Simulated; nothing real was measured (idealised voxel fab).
voxel ribs on slabs: a process module
The cross-section shown here is cut; it is 280 nm wide and divided into square cells measuring 5 nm on a side.
A cross-section in this document is a grid of square cells, and it is written down as bands, the top band listed before the ones below it; a band is made up of one or more rows of cells.
What a band's entry tells you: where the top is and where the bottom is, as heights in nm, and after that what lies inside, material by material from left to right, each with its width in nm. Empty space is written as the word "air", and a single material marked with the word "all across" occupies the band from edge to edge.
Heights are expressed relative to 0, this being the level below which the as-received wafer comprises one material exclusively. The lowest band is unbounded in the downward direction and is denoted as in "z 0 and below".
The expression "30->40" gives the width at the extremes of the band, the first number at its top row of cells and the second at its bottom row, with the width changing by equal amounts from each row to the next in between.
It should be understood that the words "remained the same", when stated for a given step, signify that the cross-section underwent no change in any of its cells during that step.
Closed empty spaces (no open way to the top) of 8 cells or more are what "Enclosed void inventory" lists, each as width x height at distance from the left edge, nm for all three.
That trailing text on a step's line, after the settings, is the simulator's own remark on the step.
When a step includes a mask, the "overlay nm" setting on its line states how far to the right of its planned place that mask lay, and negative values state how far to the left.
**Process steps (planned)**
step 1: RECEIVE [material Si]
step 2: DIRECTIONAL_DEP [material SiO2] [thk nm 25]
step 3: DIRECTIONAL_DEP [material SiN] [thk nm 25]
step 4: DIRECTIONAL_DEP [material aC] [thk nm 15]
step 5: PATTERN [tone cover] [mask id RIB] [material resist] [width nm 30] [thk nm 30] [overlay nm 0]
step 6: DIRECTIONAL_ETCH [etch materials aC] [depth nm 15]
step 7: STRIP [etch materials resist]
step 8: DIRECTIONAL_ETCH [etch materials SiN] [depth nm 15]
step 9: STRIP [etch materials aC]
step 10: PATTERN [tone cover] [mask id SLAB] [material resist] [width nm 60] [thk nm 20] [overlay nm 0]
step 11: DIRECTIONAL_ETCH [etch materials SiN] [depth nm 10]
step 12: STRIP [etch materials resist]
step 13: FILL_DEP [material SiO2] [thk nm 20]
step 14: CMP [height nm 60]
step 15: DIRECTIONAL_DEP [material TiN] [thk nm 5]
step 16: MASKED_ETCH [tone cover] [mask id HEATER] [width nm 40] [etch materials TiN] [depth nm 5] [overlay nm 0]
step 17: CONFORMAL_DEP [material SiN] [thk nm 5]
**Shown in cross-section is the wafer as received, that is, as it stands after step 1**
* z 0 and below  Si all across
* Enclosed void inventory: none
**Cross-sectional view of the first of the two wafers upon completion of the module, processed in accordance with the plan**
* z 70 to 65  air 115 nm  SiN 50 nm  air 115 nm
* z 65 to 60  SiN 120 nm  TiN 40 nm  SiN 120 nm
* z 60 to 50  SiO2 all across
* z 50 to 35  SiO2 125 nm  SiN 30 nm  SiO2 125 nm
* z 35 to 25  SiO2 110 nm  SiN 60 nm  SiO2 110 nm
* z 25 to 0  SiO2 all across
* z 0 and below  Si all across
* Enclosed void inventory: none
**Cross-sectional view: second of two wafers, end of module; start and plan identical to the first, one mistake in running**
* z 70 to 65  air 115 nm  SiN 50 nm  air 115 nm
* z 65 to 60  SiN 120 nm  TiN 40 nm  SiN 120 nm
* z 60 to 50  SiO2 all across
* z 50 to 35  SiO2 115 nm  SiN 30 nm  SiO2 135 nm
* z 35 to 25  SiO2 110 nm  SiN 60 nm  SiO2 110 nm
* z 25 to 0  SiO2 all across
* z 0 and below  Si all across
* Enclosed void inventory: none
What was the processing mistake? heads up, step 5 didn't go per plan, it actually ran as PATTERN [tone cover] [mask id RIB] [material resist] [width nm 30] [thk nm 30] [overlay nm -10]
Heads up: at the end the two wafers have identical cell counts per material, they're just laid out differently.
